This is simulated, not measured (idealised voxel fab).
Process module under the name voxel transistor to metal
Cross-section cut: width 270 nm, square cells of 5 nm.
The cross-sections in this document take the form of a grid made of square cells. They are written out as bands, in order from top to bottom. Each band consists of one or more rows of cells. Heads up on the band format: heights come first, top then bottom, in nm. After that it's the materials left to right, each with its width in nm. A single material flagged "edge to edge" fills the whole band edge to edge, and "blank" means there's empty space there. We count height from 0. Below that, the starting wafer is all one material. The lowest band never ends at the bottom but goes on down; see "z 0 and below" for how that is written. Note: "30 to 40" means the width goes from the first number (top row of the band) to the second number (bottom row) in equal steps per row of cells. "no alteration" -> step changed no cross-section cell. Closed empty spaces (no open way to the top) of 8 cells or more are what "Enclosed void list" lists, each as width x height at distance from the left edge, nm for all three. Formally, on a step line, whatever follows the settings is a remark that the simulator itself makes on the step. Each step line may optionally specify "overlay nm", which for a step with a mask gives the rightward distance between the mask's planned place and where it lay, a negative value indicating the leftward direction.
Process steps - plan:
1 RECEIVE, material Si
2 OXIDIZE, depth nm 5
3 CONFORMAL_DEP, material SiN, thk nm 15
4 MASKED_ETCH, tone cover, mask id ACTIVE, width nm 105, pitch nm 135, etch materials SiN, depth nm 15, overlay nm 0
5 MASKED_ETCH, tone cover, mask id ACTIVE, width nm 105, pitch nm 135, etch materials SiO2, depth nm 5, overlay nm 0
6 MASKED_ETCH, tone cover, mask id ACTIVE, width nm 105, pitch nm 135, etch materials Si, depth nm 35, overlay nm 0
7 OXIDIZE, depth nm 5
8 FILL_DEP, material SiO2, thk nm 15
9 CMP, height nm 15
10 SELECTIVE_ETCH, etch materials SiO2, depth nm 15
11 STRIP, etch materials SiN
12 SELECTIVE_ETCH, etch materials SiO2, depth nm 5
13 OXIDIZE, depth nm 5
14 DIRECTIONAL_DEP, material polySi, thk nm 25
15 DIRECTIONAL_DEP, material SiCN, thk nm 15
16 MASKED_ETCH, tone cover, mask id GATE, width nm 25, pitch nm 135, etch materials SiCN, depth nm 25, overlay nm 0
17 MASKED_ETCH, tone cover, mask id GATE, width nm 25, pitch nm 135, etch materials polySi, depth nm 35, overlay nm -10
18 CONFORMAL_DEP, material SiO2, thk nm 5
19 DIRECTIONAL_ETCH, etch materials SiO2, depth nm 5
20 CONFORMAL_DEP, material SiN, thk nm 10
21 DIRECTIONAL_ETCH, etch materials SiN, depth nm 10
22 DIRECTIONAL_ETCH, etch materials SiO2, depth nm 5
23 DIRECTIONAL_ETCH, etch materials Si, depth nm 5
24 EPI, material pSi, thk nm 10
25 FILL_DEP, material SiO2, thk nm 10
26 CMP, height nm 20
27 STRIP, etch materials polySi
28 SELECTIVE_ETCH, etch materials SiO2, depth nm 5
29 CONFORMAL_DEP, material HfO2, thk nm 5
30 CONFORMAL_DEP, material TiN, thk nm 5
31 FILL_DEP, material W, thk nm 10
32 CMP, height nm 15
33 DIRECTIONAL_DEP, material SiO2, thk nm 10
34 DIRECTIONAL_DEP, material aC, thk nm 10
35 PATTERN, tone open, mask id CONTACT, material resist, width nm 20, thk nm 30, overlay nm 0
36 DIRECTIONAL_ETCH, etch materials aC, depth nm 10
37 STRIP, etch materials resist
38 DIRECTIONAL_ETCH, etch materials SiO2, depth nm 30
39 STRIP, etch materials aC
40 CONFORMAL_DEP, material TiN, thk nm 5
41 FILL_DEP, material W, thk nm 10
42 CMP, height nm 25
43 CONFORMAL_DEP, material SiN, thk nm 5
44 DIRECTIONAL_DEP, material lowk, thk nm 25
45 DIRECTIONAL_DEP, material aC, thk nm 15
46 PATTERN, tone open, mask id METAL_1, material resist, width nm 20, thk nm 30, overlay nm 0
47 DIRECTIONAL_ETCH, etch materials aC, depth nm 15
48 STRIP, etch materials resist
49 DIRECTIONAL_ETCH, etch materials lowk, depth nm 25
50 DIRECTIONAL_ETCH, etch materials SiN, depth nm 5
51 STRIP, etch materials aC
52 CONFORMAL_DEP, material TiN, thk nm 5
53 FILL_DEP, material Cu, thk nm 5
54 CMP, height nm 55
55 EPI, material Ru, thk nm 5
56 FILL_DEP, material SiCN, thk nm 5
Don't read the plan's overlay nm for step 17 as applying to every wafer: that's the first wafer's value, and the wafers differ in it, though they all start identical.
Step 1 complete: as-received cross-section of the first of several wafers:
	z 0 and below: Si edge to edge
	Enclosed void list: none
Per-wafer rows below. For each material: cells gained (+) or lost (-) since the wafer was received, as of end of module. Then: closed voids:
overlay nm -10, +40 Cu, +34 HfO2, +24 Ru, -232 Si, +84 SiCN, +70 SiN, +272 SiO2, +134 TiN, +50 W, +190 lowk, +36 pSi, Enclosed void list: none
overlay nm -5, +40 Cu, +32 HfO2, +24 Ru, -234 Si, +84 SiCN, +70 SiN, +272 SiO2, +134 TiN, +50 W, +190 lowk, +40 pSi, Enclosed void list: none
overlay nm 0, +40 Cu, +30 HfO2, +24 Ru, -236 Si, +84 SiCN, +70 SiN, +272 SiO2, +134 TiN, +50 W, +190 lowk, +44 pSi, Enclosed void list: none
overlay nm 5, +40 Cu, +32 HfO2, +24 Ru, -234 Si, +84 SiCN, +70 SiN, +272 SiO2, +134 TiN, +50 W, +190 lowk, +40 pSi, Enclosed void list: none
overlay nm 10, +40 Cu, +34 HfO2, +24 Ru, -232 Si, +84 SiCN, +70 SiN, +272 SiO2, +134 TiN, +50 W, +190 lowk, +36 pSi, Enclosed void list: none
